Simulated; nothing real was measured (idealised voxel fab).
voxel self aligned vias: a process module
Section shown: cut. Width: 265 nm. Cell size: 5 nm, square.
Throughout this document, each cross-section is represented as a grid of square cells and is presented as a sequence of bands enumerated from the top downward, where a band comprises one or more rows of cells. Top, bottom (nm), then materials left to right with widths (nm); lone material tagged "all across" fills the whole band edge to edge; "blank" = empty space. Heights are expressed relative to 0, this being the level below which the as-received wafer comprises one material exclusively. The lowest band is unbounded in the downward direction and is denoted as in "z 0 and below". The two numbers in a width such as "30 to 40" mark its ends across the band: the first belongs to the top row of cells, the second to the bottom row, and from each row to the next the width moves by the same amount. No cell of the cross-section changed in a step that is given as "nothing different". Enclosed voids (no open way to top), threshold 8 cells or more, entry "Trapped voids", notation width x height at distance, distance from left edge, nm. Post-settings text on a step line: simulator's own remark regarding the step. On any step carrying a mask, the "overlay nm" setting, if present on the step's line, tells how far right of its planned place the mask lay; negative values point to the left.

PROCESS STEPS FORESEEN IN THE PLAN
step 1: RECEIVE with material Si
step 2: CONFORMAL_DEP with material SiO2, thk nm 10
step 3: CONFORMAL_DEP with material SiCN, thk nm 5
step 4: DIRECTIONAL_DEP with material SiO2, thk nm 20
step 5: MASKED_ETCH with tone open, mask id LINES, width nm 20, pitch nm 60, etch materials SiO2, depth nm 20, overlay nm 0
step 6: CONFORMAL_DEP with material TiN, thk nm 5
step 7: FILL_DEP with material Ru, thk nm 10
step 8: CMP with height nm 35
step 9: SELECTIVE_ETCH with etch materials W Ru TiN, depth nm 10
step 10: FILL_DEP with material SiN, thk nm 5
step 11: CMP with height nm 35
step 12: DIRECTIONAL_DEP with material SiO2, thk nm 20
step 13: PATTERN with tone open, mask id VIAS, material resist, width nm 30, pitch nm 60, thk nm 20, overlay nm 0
step 14: DIRECTIONAL_ETCH with etch materials SiO2, depth nm 20
step 15: DIRECTIONAL_ETCH with etch materials SiN, depth nm 10
step 16: STRIP with etch materials resist
step 17: CONFORMAL_DEP with material TiN, thk nm 5
step 18: FILL_DEP with material Ru, thk nm 10
step 19: CMP with height nm 55
step 20: CONFORMAL_DEP with material SiCN, thk nm 5

AS RECEIVED, AFTER STEP 1
    z 0 and below: Si all across
    Trapped voids: none

THE FIRST OF THE TWO WAFERS AS SEEN IN CROSS-SECTION ONCE THE MODULE WAS FINISHED; PROCESSING FOLLOWED THE PLAN
    z 60 to 55: SiCN all across
    z 55 to 40: 85 nm SiO2  5 nm TiN  20 nm Ru  5 nm TiN  30 nm SiO2  5 nm TiN  20 nm Ru  5 nm TiN  90 nm SiO2
    z 40 to 30: 85 to 90 nm SiO2  10 to 5 nm TiN  10 nm Ru  10 to 5 nm TiN  30 to 40 nm SiO2  10 to 5 nm TiN  10 nm Ru  10 to 5 nm TiN  90 to 95 nm SiO2
    z 30 to 25: 90 nm SiO2  20 nm TiN  40 nm SiO2  20 nm TiN  95 nm SiO2
    z 25 to 20: 90 nm SiO2  5 nm TiN  10 nm Ru  5 nm TiN  40 nm SiO2  5 nm TiN  10 nm Ru  5 nm TiN  95 nm SiO2
    z 20 to 15: 90 nm SiO2  20 nm TiN  40 nm SiO2  20 nm TiN  95 nm SiO2
    z 15 to 10: SiCN all across
    z 10 to 0: SiO2 all across
    z 0 and below: Si all across
    Trapped voids: none

PRESENTED HERE IS A CROSS-SECTION OF THE SECOND OF THE TWO WAFERS AS IT STOOD AT THE END OF THE MODULE. IT WAS STARTED IN THE SAME MANNER AND ASSIGNED THE SAME PLAN AS THE FIRST WAFER; HOWEVER, ONE MISTAKE WAS MADE IN ITS EXECUTION
    z 60 to 55: SiCN all across
    z 55 to 40: 85 nm SiO2  5 nm TiN  20 nm Ru  5 nm TiN  30 nm SiO2  5 nm TiN  20 nm Ru  5 nm TiN  90 nm SiO2
    z 40 to 30: 85 to 95 nm SiO2  15 to 5 nm TiN  10 nm Ru  5 nm TiN  30 to 40 nm SiO2  15 to 5 nm TiN  10 nm Ru  5 nm TiN  90 nm SiO2
    z 30 to 25: 95 nm SiO2  20 nm TiN  40 nm SiO2  20 nm TiN  90 nm SiO2
    z 25 to 20: 95 nm SiO2  5 nm TiN  10 nm Ru  5 nm TiN  40 nm SiO2  5 nm TiN  10 nm Ru  5 nm TiN  90 nm SiO2
    z 20 to 15: 95 nm SiO2  20 nm TiN  40 nm SiO2  20 nm TiN  90 nm SiO2
    z 15 to 10: SiCN all across
    z 10 to 0: SiO2 all across
    z 0 and below: Si all across
    Trapped voids: none
The plan and the run diverged here: for step 5, the planned setting was not used; the step was instead run as MASKED_ETCH with tone open, mask id LINES, width nm 20, pitch nm 60, etch materials SiO2, depth nm 20, overlay nm 5
At the close, every material occupies the same number of cells on the second wafer as on the first, only in different positions.
